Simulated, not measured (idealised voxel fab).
voxel released beams: a process module
175 nm wide, 5 nm square cells: that's cross-section cut.
In what follows, cross-sections appear as grids of square cells, described through bands that run from the top down, where every band is one or more rows of cells. Basically the band line says how high the top is and how high the bottom is, in nm, and then what's in it from left to right, every material with its width in nm. Empty space shows up as "empty", and if a single material carries "full width" it runs the full band edge to edge. Heights are measured from 0, the level below which the as-received wafer is all one material; the lowest band has no bottom and continues downward, written as in "0 down". You'd read "30 to 40" like this: the band's top row of cells is as wide as the first number, its bottom row is as wide as the second, and going down, every row changes width by the same amount as the row before did. A step reported as "nothing altered" is a step in which no cell of the cross-section changed. "Enclosed void inventory": sealed empty spaces, 8 cells or more, no open way to top, listed width x height at distance, with distance from the left edge and width, height and distance in nm. Anything after a step's settings on that line? It's the simulator's own note about the step. overlay nm: where the mask lay relative to plan, measured to the right, on steps with a mask; negatives go left.

Process steps (planned)
step 1: RECEIVE [material Si]
step 2: CONFORMAL_DEP [material SiN] [thk nm 10]
step 3: DIRECTIONAL_DEP [material SiO2] [thk nm 20]
step 4: MASKED_ETCH [tone open] [mask id ANCHOR] [width nm 35] [etch materials SiO2] [depth nm 20] [overlay nm 0]
step 5: CONFORMAL_DEP [material W] [thk nm 10]
step 6: MASKED_ETCH [tone cover] [mask id BEAM] [width nm 110] [etch materials W] [depth nm 10] [overlay nm 0]
step 7: STRIP [etch materials SiO2]

Cross-section of the wafer as it came to us, i.e., already through step 1
    0 down | Si full width
    Enclosed void inventory: none

Run as planned - first of the two wafers cross-sectioned at the end of the module
    40 to 30 | empty 30, then W 15, then empty 15, then W 80, then empty 35
    30 to 20 | empty 35, then W 10, then empty 15, then W 10, then empty 105
    20 to 10 | empty 35, then W 35, then empty 105
    10 to 0 | SiN full width
    0 down | Si full width
    Enclosed void inventory: none

What the second wafer looks like in cross-section once the module is done. Its start and its plan matched the first wafer's exactly; what differed was one mistake in how it was run
    30 to 10 | empty 35, then W 10, then empty 15, then W 10, then empty 105
    10 to 0 | SiN full width
    0 down | Si full width
    Enclosed void inventory: none
Processing error: rather than as planned, step 6 actually ran as MASKED_ETCH [tone open] [mask id BEAM] [width nm 110] [etch materials W] [depth nm 10] [overlay nm 0]
Upon completion, the second wafer contains, in terms of cells, a greater or smaller amount of certain materials than the first wafer: W -44
